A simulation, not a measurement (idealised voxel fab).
Module name: voxel transistor to metal (process module)
The cross-section on display is named cut; it measures 270 nm wide, and its cells are 5 nm squares.
Each cross-section below is a grid of square cells, stated as bands in top-down order, with one or more rows of cells making up each band.
Top height, bottom height, nm. Materials left to right, width each, nm. Single material + "everywhere" = fills band edge to edge. "air" = empty.
Heights from 0 (as-received wafer is one material below). Bottom band endless downward, as "from 0 down".
Top row gets the first number, bottom row gets the second, and each row in between changes by the same step: that is how a band width like "30 to 40" works.
Given "no change" for a step, no cell of the cross-section differs between before and after that step.
The entry "Sealed-off cavities" lists the empty spaces that cover at least 8 cells and have no open path to the top. Each is written as width x height at distance, where the distance is measured from the left edge and all three values are in nm.
Step line, after settings: the simulator's comment on this step.
For masked steps, "overlay nm" on the step line gives how far right of plan the mask actually lay; a minus sign means it lay to the left.
-- This section lists the process steps that were planned
1 op RECEIVE | material Si
2 op OXIDIZE | depth nm 5
3 op CONFORMAL_DEP | material SiN | thk nm 10
4 op MASKED_ETCH | tone cover | mask id ACTIVE | width nm 95 | pitch nm 115 | etch materials SiN | depth nm 10 | overlay nm 0
5 op MASKED_ETCH | tone cover | mask id ACTIVE | width nm 95 | pitch nm 115 | etch materials SiO2 | depth nm 5 | overlay nm 0
6 op MASKED_ETCH | tone cover | mask id ACTIVE | width nm 95 | pitch nm 115 | etch materials Si | depth nm 25 | overlay nm 0
7 op OXIDIZE | depth nm 5
8 op FILL_DEP | material SiO2 | thk nm 10
9 op CMP | height nm 10
10 op SELECTIVE_ETCH | etch materials SiO2 | depth nm 5
11 op STRIP | etch materials SiN
12 op SELECTIVE_ETCH | etch materials SiO2 | depth nm 5
13 op OXIDIZE | depth nm 5
14 op DIRECTIONAL_DEP | material polySi | thk nm 30
15 op DIRECTIONAL_DEP | material SiCN | thk nm 10
16 op MASKED_ETCH | tone cover | mask id GATE | width nm 15 | pitch nm 115 | etch materials SiCN | depth nm 20 | overlay nm 0
17 op MASKED_ETCH | tone cover | mask id GATE | width nm 15 | pitch nm 115 | etch materials polySi | depth nm 40 | overlay nm 0
18 op CONFORMAL_DEP | material SiO2 | thk nm 5
19 op DIRECTIONAL_ETCH | etch materials SiO2 | depth nm 5
20 op CONFORMAL_DEP | material SiN | thk nm 10
21 op DIRECTIONAL_ETCH | etch materials SiN | depth nm 10
22 op DIRECTIONAL_ETCH | etch materials SiO2 | depth nm 5
23 op DIRECTIONAL_ETCH | etch materials Si | depth nm 15
24 op EPI | material nSi | thk nm 15
25 op FILL_DEP | material SiO2 | thk nm 10
26 op CMP | height nm 35
27 op DIRECTIONAL_DEP | material SiO2 | thk nm 15
28 op DIRECTIONAL_DEP | material aC | thk nm 15
29 op PATTERN | tone open | mask id CONTACT | material resist | width nm 30 | thk nm 35 | overlay nm 0
30 op DIRECTIONAL_ETCH | etch materials aC | depth nm 15
31 op STRIP | etch materials resist
32 op DIRECTIONAL_ETCH | etch materials SiO2 | depth nm 45
33 op STRIP | etch materials aC
34 op CONFORMAL_DEP | material TiN | thk nm 5
35 op FILL_DEP | material W | thk nm 10
36 op CMP | height nm 50
37 op DIRECTIONAL_DEP | material TiN | thk nm 5
38 op DIRECTIONAL_DEP | material Ru | thk nm 15
39 op MASKED_ETCH | tone cover | mask id METAL_1 | width nm 15 | etch materials Ru | depth nm 15 | overlay nm 0
40 op MASKED_ETCH | tone cover | mask id METAL_1 | width nm 15 | etch materials TiN | depth nm 5 | overlay nm -15
41 op CONFORMAL_DEP | material SiCN | thk nm 5
42 op FILL_DEP | material SiO2 | thk nm 5
43 op CMP | height nm 70
44 op CONFORMAL_DEP | material SiCN | thk nm 5
Quick note for whoever runs this: the wafers start identical, but the overlay nm at step 40 isn't the same across them. The plan just shows what the first wafer had.
-- Received condition of the first of several wafers, sectioned: post-step 1
> from 0 down: Si everywhere
> Sealed-off cavities: none
-- Wafer cross-section (first of several) - module end, post step 44 (last step)
> from 75 to 70: SiCN everywhere
> from 70 to 60: SiO2 (30)  SiCN (5)  Ru (15)  SiCN (5)  SiO2 (45)  SiCN (5)  Ru (15)  SiCN (5)  SiO2 (20)  SiCN (5)  Ru (15)  SiCN (5)  SiO2 (45)  SiCN (5)  Ru (15)  SiCN (5)  SiO2 (30)
> from 60 to 55: SiO2 (15)  SiCN (20)  Ru (15)  SiCN (5)  SiO2 (30)  SiCN (20)  Ru (15)  SiCN (5)  SiO2 (5)  SiCN (20)  Ru (15)  SiCN (5)  SiO2 (30)  SiCN (20)  Ru (15)  SiCN (5)  SiO2 (30)
> from 55 to 50: SiCN (20)  TiN (30)  SiCN (40)  TiN (30)  SiCN (15)  TiN (30)  SiCN (40)  TiN (30)  SiCN (35)
> from 50 to 40: SiO2 (35)  TiN (5)  W (20)  TiN (5)  SiO2 (25)  TiN (5)  W (20)  TiN (5)  SiO2 (30)  TiN (5)  W (20)  TiN (5)  SiO2 (25)  TiN (5)  W (20)  TiN (5)  SiO2 (35)
> from 40 to 35: SiO2 (35)  TiN (5)  W (10)  TiN (15)  SiO2 (25)  TiN (15)  W (10)  TiN (5)  SiO2 (30)  TiN (5)  W (10)  TiN (15)  SiO2 (25)  TiN (15)  W (10)  TiN (5)  SiO2 (35)
> from 35 to 25: SiO2 (35)  TiN (5)  W (10)  TiN (5)  SiN (10)  SiO2 (5)  SiCN (15)  SiO2 (5)  SiN (10)  TiN (5)  W (10)  TiN (5)  SiO2 (30)  TiN (5)  W (10)  TiN (5)  SiN (10)  SiO2 (5)  SiCN (15)  SiO2 (5)  SiN (10)  TiN (5)  W (10)  TiN (5)  SiO2 (35)
> from 25 to 10: SiO2 (35)  TiN (5)  W (10)  TiN (5)  SiN (10)  SiO2 (5)  polySi (15)  SiO2 (5)  SiN (10)  TiN (5)  W (10)  TiN (5)  SiO2 (30)  TiN (5)  W (10)  TiN (5)  SiN (10)  SiO2 (5)  polySi (15)  SiO2 (5)  SiN (10)  TiN (5)  W (10)  TiN (5)  SiO2 (35)
> from 10 to 5: SiO2 (35)  TiN (20)  SiN (10)  SiO2 (5)  polySi (15)  SiO2 (5)  SiN (10)  TiN (20)  SiO2 (30)  TiN (20)  SiN (10)  SiO2 (5)  polySi (15)  SiO2 (5)  SiN (10)  TiN (20)  SiO2 (35)
> from 5 to 0: SiO2 (35)  nSi (20)  SiN (10)  SiO2 (5)  polySi (15)  SiO2 (5)  SiN (10)  nSi (20)  SiO2 (30)  nSi (20)  SiN (10)  SiO2 (5)  polySi (15)  SiO2 (5)  SiN (10)  nSi (20)  SiO2 (35)
> from 0 to -5: SiO2 (30)  SiN (10)  nSi (15)  SiN (10)  SiO2 (5)  polySi (15)  SiO2 (5)  SiN (10)  nSi (15)  SiN (10)  SiO2 (20)  SiN (10)  nSi (15)  SiN (10)  SiO2 (5)  polySi (15)  SiO2 (5)  SiN (10)  nSi (15)  SiN (10)  SiO2 (30)
> from -5 to -10: SiO2 (40)  nSi (15)  SiO2 (45)  nSi (15)  SiO2 (40)  nSi (15)  SiO2 (45)  nSi (15)  SiO2 (40)
> from -10 to -25: SiO2 (35)  Si (5)  nSi (15)  Si (45)  nSi (15)  Si (5)  SiO2 (30)  Si (5)  nSi (15)  Si (45)  nSi (15)  Si (5)  SiO2 (35)
> from -25 to -35: SiO2 (35)  Si (85)  SiO2 (30)  Si (85)  SiO2 (35)
> from -35 down: Si everywhere
> Sealed-off cavities: none
-- Last-wafer cross-section at the end of the module
> from 75 to 70: SiCN everywhere
> from 70 to 60: SiO2 (30)  SiCN (5)  Ru (15)  SiCN (5)  SiO2 (45)  SiCN (5)  Ru (15)  SiCN (5)  SiO2 (20)  SiCN (5)  Ru (15)  SiCN (5)  SiO2 (45)  SiCN (5)  Ru (15)  SiCN (5)  SiO2 (30)
> from 60 to 55: SiO2 (30)  SiCN (5)  Ru (15)  SiCN (20)  SiO2 (30)  SiCN (5)  Ru (15)  SiCN (20)  SiO2 (5)  SiCN (5)  Ru (15)  SiCN (20)  SiO2 (30)  SiCN (5)  Ru (15)  SiCN (20)  SiO2 (15)
> from 55 to 50: SiCN (35)  TiN (30)  SiCN (40)  TiN (30)  SiCN (15)  TiN (30)  SiCN (40)  TiN (30)  SiCN (20)
> from 50 to 40: SiO2 (35)  TiN (5)  W (20)  TiN (5)  SiO2 (25)  TiN (5)  W (20)  TiN (5)  SiO2 (30)  TiN (5)  W (20)  TiN (5)  SiO2 (25)  TiN (5)  W (20)  TiN (5)  SiO2 (35)
> from 40 to 35: SiO2 (35)  TiN (5)  W (10)  TiN (15)  SiO2 (25)  TiN (15)  W (10)  TiN (5)  SiO2 (30)  TiN (5)  W (10)  TiN (15)  SiO2 (25)  TiN (15)  W (10)  TiN (5)  SiO2 (35)
> from 35 to 25: SiO2 (35)  TiN (5)  W (10)  TiN (5)  SiN (10)  SiO2 (5)  SiCN (15)  SiO2 (5)  SiN (10)  TiN (5)  W (10)  TiN (5)  SiO2 (30)  TiN (5)  W (10)  TiN (5)  SiN (10)  SiO2 (5)  SiCN (15)  SiO2 (5)  SiN (10)  TiN (5)  W (10)  TiN (5)  SiO2 (35)
> from 25 to 10: SiO2 (35)  TiN (5)  W (10)  TiN (5)  SiN (10)  SiO2 (5)  polySi (15)  SiO2 (5)  SiN (10)  TiN (5)  W (10)  TiN (5)  SiO2 (30)  TiN (5)  W (10)  TiN (5)  SiN (10)  SiO2 (5)  polySi (15)  SiO2 (5)  SiN (10)  TiN (5)  W (10)  TiN (5)  SiO2 (35)
> from 10 to 5: SiO2 (35)  TiN (20)  SiN (10)  SiO2 (5)  polySi (15)  SiO2 (5)  SiN (10)  TiN (20)  SiO2 (30)  TiN (20)  SiN (10)  SiO2 (5)  polySi (15)  SiO2 (5)  SiN (10)  TiN (20)  SiO2 (35)
> from 5 to 0: SiO2 (35)  nSi (20)  SiN (10)  SiO2 (5)  polySi (15)  SiO2 (5)  SiN (10)  nSi (20)  SiO2 (30)  nSi (20)  SiN (10)  SiO2 (5)  polySi (15)  SiO2 (5)  SiN (10)  nSi (20)  SiO2 (35)
> from 0 to -5: SiO2 (30)  SiN (10)  nSi (15)  SiN (10)  SiO2 (5)  polySi (15)  SiO2 (5)  SiN (10)  nSi (15)  SiN (10)  SiO2 (20)  SiN (10)  nSi (15)  SiN (10)  SiO2 (5)  polySi (15)  SiO2 (5)  SiN (10)  nSi (15)  SiN (10)  SiO2 (30)
> from -5 to -10: SiO2 (40)  nSi (15)  SiO2 (45)  nSi (15)  SiO2 (40)  nSi (15)  SiO2 (45)  nSi (15)  SiO2 (40)
> from -10 to -25: SiO2 (35)  Si (5)  nSi (15)  Si (45)  nSi (15)  Si (5)  SiO2 (30)  Si (5)  nSi (15)  Si (45)  nSi (15)  Si (5)  SiO2 (35)
> from -25 to -35: SiO2 (35)  Si (85)  SiO2 (30)  Si (85)  SiO2 (35)
> from -35 down: Si everywhere
> Sealed-off cavities: none
-- Row per wafer, end-of-module: cell gain (+)/loss (-) by material since the wafer came in, then closed voids
overlay nm -15 | +36 Ru | -244 Si | +132 SiCN | +72 SiN | +510 SiO2 | +112 TiN | +80 W | +76 nSi | +36 polySi | Sealed-off cavities: none
overlay nm -10 | +36 Ru | -244 Si | +132 SiCN | +72 SiN | +514 SiO2 | +108 TiN | +80 W | +76 nSi | +36 polySi | Sealed-off cavities: none
overlay nm -5 | +36 Ru | -244 Si | +132 SiCN | +72 SiN | +518 SiO2 | +104 TiN | +80 W | +76 nSi | +36 polySi | Sealed-off cavities: none
overlay nm 0 | +36 Ru | -244 Si | +132 SiCN | +72 SiN | +522 SiO2 | +100 TiN | +80 W | +76 nSi | +36 polySi | Sealed-off cavities: none
overlay nm 5 | +36 Ru | -244 Si | +132 SiCN | +72 SiN | +518 SiO2 | +104 TiN | +80 W | +76 nSi | +36 polySi | Sealed-off cavities: none
overlay nm 10 | +36 Ru | -244 Si | +132 SiCN | +72 SiN | +514 SiO2 | +108 TiN | +80 W | +76 nSi | +36 polySi | Sealed-off cavities: none
overlay nm 15 | +36 Ru | -244 Si | +132 SiCN | +72 SiN | +510 SiO2 | +112 TiN | +80 W | +76 nSi | +36 polySi | Sealed-off cavities: none
